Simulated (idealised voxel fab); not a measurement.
Proc. module: voxel transistor to metal
Section cut is 275 nm wide and gridded with 5 nm square cells.
Cross-sections here: square-cell grids, written as top-down lists of bands, a band being one or more rows of cells.
The band entry comprises the height of the band's top followed by the height of its bottom, expressed in nm, and subsequently the band's materials from left to right, each stated together with its width in nm. Where a single material is marked with the word "edge to edge", that material fills the band from edge to edge. The word "blank" represents empty space.
Basically, 0 is our baseline, since under it the wafer straight out of the box is all one material. The bottom band has no lower end and keeps on going down, so it looks like "top 0, no bottom".
Graded width ("30->40"): value in top row of band = first number; value in bottom row = second number; row-to-row change constant.
"nothing got changed" means the step left every cell of the cross-section as it was.
If an empty space has no open way to the top and is at least 8 cells in size, "Trapped voids" lists it, written width x height at distance, where distance is measured from the left edge and every value is in nm.
The remark found on a step's line after its settings is issued by the simulator itself and pertains to that step.
overlay nm: where the mask lay relative to plan, measured to the right, on steps with a mask; negatives go left.

### plan
1 RECEIVE, material Si
2 CONFORMAL_DEP, material SiO2, thk nm 5
3 CONFORMAL_DEP, material SiN, thk nm 15
4 MASKED_ETCH, tone cover, mask id ACTIVE, width nm 105, pitch nm 130, etch materials SiN, depth nm 15, overlay nm 0
5 MASKED_ETCH, tone cover, mask id ACTIVE, width nm 105, pitch nm 130, etch materials SiO2, depth nm 5, overlay nm 0
6 MASKED_ETCH, tone cover, mask id ACTIVE, width nm 105, pitch nm 130, etch materials Si, depth nm 25, overlay nm 0
7 FILL_DEP, material SiO2, thk nm 5
8 CMP, height nm 20
9 SELECTIVE_ETCH, etch materials SiO2, depth nm 10
10 STRIP, etch materials SiN
11 SELECTIVE_ETCH, etch materials SiO2, depth nm 5
12 OXIDIZE, depth nm 5
13 DIRECTIONAL_DEP, material polySi, thk nm 25
14 DIRECTIONAL_DEP, material SiCN, thk nm 10
15 PATTERN, tone cover, mask id GATE, material resist, width nm 25, pitch nm 130, thk nm 20, overlay nm 0
16 DIRECTIONAL_ETCH, etch materials SiCN, depth nm 20
17 DIRECTIONAL_ETCH, etch materials polySi, depth nm 35
18 STRIP, etch materials resist
19 CONFORMAL_DEP, material SiN, thk nm 5
20 DIRECTIONAL_ETCH, etch materials SiN, depth nm 5
21 DIRECTIONAL_ETCH, etch materials SiO2, depth nm 5
22 DIRECTIONAL_ETCH, etch materials Si, depth nm 5
23 EPI, material nSi, thk nm 10
24 FILL_DEP, material SiO2, thk nm 10
25 CMP, height nm 25
26 STRIP, etch materials polySi
27 SELECTIVE_ETCH, etch materials SiO2, depth nm 5
28 CONFORMAL_DEP, material HfO2, thk nm 5
29 CONFORMAL_DEP, material TiN, thk nm 5
30 FILL_DEP, material W, thk nm 5
31 CMP, height nm 20
32 DIRECTIONAL_DEP, material SiO2, thk nm 10
33 PATTERN, tone open, mask id CONTACT, material resist, width nm 15, thk nm 15, overlay nm 0
34 DIRECTIONAL_ETCH, etch materials SiO2, depth nm 30
35 STRIP, etch materials resist
36 CONFORMAL_DEP, material TiN, thk nm 5
37 FILL_DEP, material W, thk nm 5
38 CMP, height nm 30
39 CONFORMAL_DEP, material SiCN, thk nm 5
40 DIRECTIONAL_DEP, material SiO2, thk nm 15
41 DIRECTIONAL_DEP, material aC, thk nm 15
42 PATTERN, tone open, mask id METAL_1, material resist, width nm 15, thk nm 35, overlay nm 0
43 DIRECTIONAL_ETCH, etch materials aC, depth nm 15
44 STRIP, etch materials resist
45 DIRECTIONAL_ETCH, etch materials SiO2, depth nm 15
46 DIRECTIONAL_ETCH, etch materials SiCN, depth nm 5
47 STRIP, etch materials aC
48 CONFORMAL_DEP, material TiN, thk nm 5
49 FILL_DEP, material W, thk nm 5
50 CMP, height nm 50
51 EPI, material Ru, thk nm 5
52 FILL_DEP, material SiCN, thk nm 5

### Cross-section, incoming material, after step 1
    top 0, no bottom = Si edge to edge
    Trapped voids: none

### Final wafer profile in cross-section after the module, from the same start and plan as above, with one mistake made during processing
    top 60, bottom 55 = SiCN edge to edge
    top 55, bottom 50 = Ru (35); SiCN (5); Ru (65); SiCN (5); Ru (55); SiCN (5); Ru (65); SiCN (5); Ru (35)
    top 50, bottom 35 = W (25); TiN (5); SiO2 (15); TiN (5); W (45); TiN (5); SiO2 (15); TiN (5); W (35); TiN (5); SiO2 (15); TiN (5); W (45); TiN (5); SiO2 (15); TiN (5); W (25)
    top 35, bottom 30 = TiN (30); SiCN (15); TiN (55); SiCN (15); TiN (45); SiCN (15); TiN (55); SiCN (15); TiN (30)
    top 30, bottom 20 = SiO2 (30); TiN (5); W (5); TiN (5); SiO2 (55); TiN (5); W (5); TiN (5); SiO2 (45); TiN (5); W (5); TiN (5); SiO2 (55); TiN (5); W (5); TiN (5); SiO2 (30)
    top 20, bottom 5 = SiO2 (30); TiN (5); W (5); TiN (5); SiO2 (10); SiN (5); HfO2 (5); TiN (5); W (5); TiN (5); HfO2 (5); SiN (5); SiO2 (10); TiN (5); W (5); TiN (5); SiO2 (45); TiN (5); W (5); TiN (5); SiO2 (10); SiN (5); HfO2 (5); TiN (5); W (5); TiN (5); HfO2 (5); SiN (5); SiO2 (10); TiN (5); W (5); TiN (5); SiO2 (30)
    top 5, bottom 0 = SiO2 (15); SiN (5); SiO2 (10); TiN (15); nSi (10); SiN (5); HfO2 (5); TiN (15); HfO2 (5); SiN (5); nSi (10); TiN (15); SiO2 (10); SiN (5); SiO2 (15); SiN (5); SiO2 (10); TiN (15); nSi (10); SiN (5); HfO2 (5); TiN (15); HfO2 (5); SiN (5); nSi (10); TiN (15); SiO2 (10); SiN (5); SiO2 (15)
    top 0, bottom -5 = SiO2 (20); nSi (35); HfO2 (35); nSi (35); SiO2 (25); nSi (35); HfO2 (35); nSi (35); SiO2 (20)
    top -5, bottom -10 = SiO2 (20); nSi (35); Si (35); nSi (35); SiO2 (25); nSi (35); Si (35); nSi (35); SiO2 (20)
    top -10, bottom -25 = SiO2 (20); Si (105); SiO2 (25); Si (105); SiO2 (20)
    top -25, no bottom = Si edge to edge
    Trapped voids: none
What broke from the plan during processing? for step 42, the planned setting was not used; the step was instead run as PATTERN, tone cover, mask id METAL_1, material resist, width nm 15, thk nm 35, overlay nm 0
